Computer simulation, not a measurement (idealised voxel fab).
process module | voxel local oxidation
Section shown: cut. Width: 165 nm. Cell size: 5 nm, square.
For the purposes of this document, a cross-section shall be understood as a grid of square cells, specified as bands listed in top-to-bottom order, each band consisting of one or more rows of cells. Heads up on the band format: heights come first, top then bottom, in nm. After that it's the materials left to right, each with its width in nm. A single material flagged "everywhere" fills the whole band edge to edge, and "blank" means there's empty space there. Heads up on the height convention: 0 is the point under which the incoming wafer is all one material, and the lowest band has no bottom, it just keeps going down, like "from 0 down". It should be noted that a width expressed as "30..40" varies in equal increments from row to row of cells within the band, taking the value of the first number at the top row and that of the second number at the bottom row. Any step labelled "nothing got changed" changed none of the cells in the cross-section. In "Trapped void list" the enclosed voids are listed, meaning empty spaces of 8 cells or larger without any opening to the top. The form is width x height at distance, distance from the left edge, units nm. Whatever follows a step's settings on its line is a remark the simulator itself makes about that step. "overlay nm" answers the question of how far to the right of plan the mask lay on a step that has a mask, and when it is negative the answer is to the left.

### Process steps foreseen in the plan
1,RECEIVE [material Si]
2,OXIDIZE [depth nm 5]
3,CONFORMAL_DEP [material SiN] [thk nm 15]
4,PATTERN [tone cover] [mask id ACTIVE] [material resist] [width nm 95] [thk nm 15] [overlay nm 0]
5,DIRECTIONAL_ETCH [etch materials SiN] [depth nm 15]
6,STRIP [etch materials resist]
7,SELECTIVE_ETCH [etch materials SiO2] [depth nm 5]
8,OXIDIZE [depth nm 15]
9,STRIP [etch materials SiN]
Split variable: width nm, step 4. Plan value = first wafer. Wafers start alike.

### This is how the first of several wafers looked in cross-section when it arrived, which is after step 1
from 0 down = Si everywhere
Trapped void list: none

### first wafer at the end, after step 9
from 0 to -5 = 40 blank | 85 SiO2 | 40 blank
from -5 to -20 = 55 SiO2 | 55 Si | 55 SiO2
from -20 down = Si everywhere
Trapped void list: none

### End of module, last wafer sectioned
from 0 to -5 = 30 blank | 110 SiO2 | 25 blank
from -5 to -20 = 45 SiO2 | 80 Si | 40 SiO2
from -20 down = Si everywhere
Trapped void list: none

### Basically each wafer gets a line in the table, showing it at the end of the module: material by material, the cells it gained (+) or lost (-) since we got it, then its closed voids
width nm 95; -99 Si; +83 SiO2; Trapped void list: none
width nm 100; -96 Si; +81 SiO2; Trapped void list: none
width nm 105; -93 Si; +79 SiO2; Trapped void list: none
width nm 110; -90 Si; +77 SiO2; Trapped void list: none
width nm 115; -87 Si; +75 SiO2; Trapped void list: none
width nm 120; -84 Si; +73 SiO2; Trapped void list: none
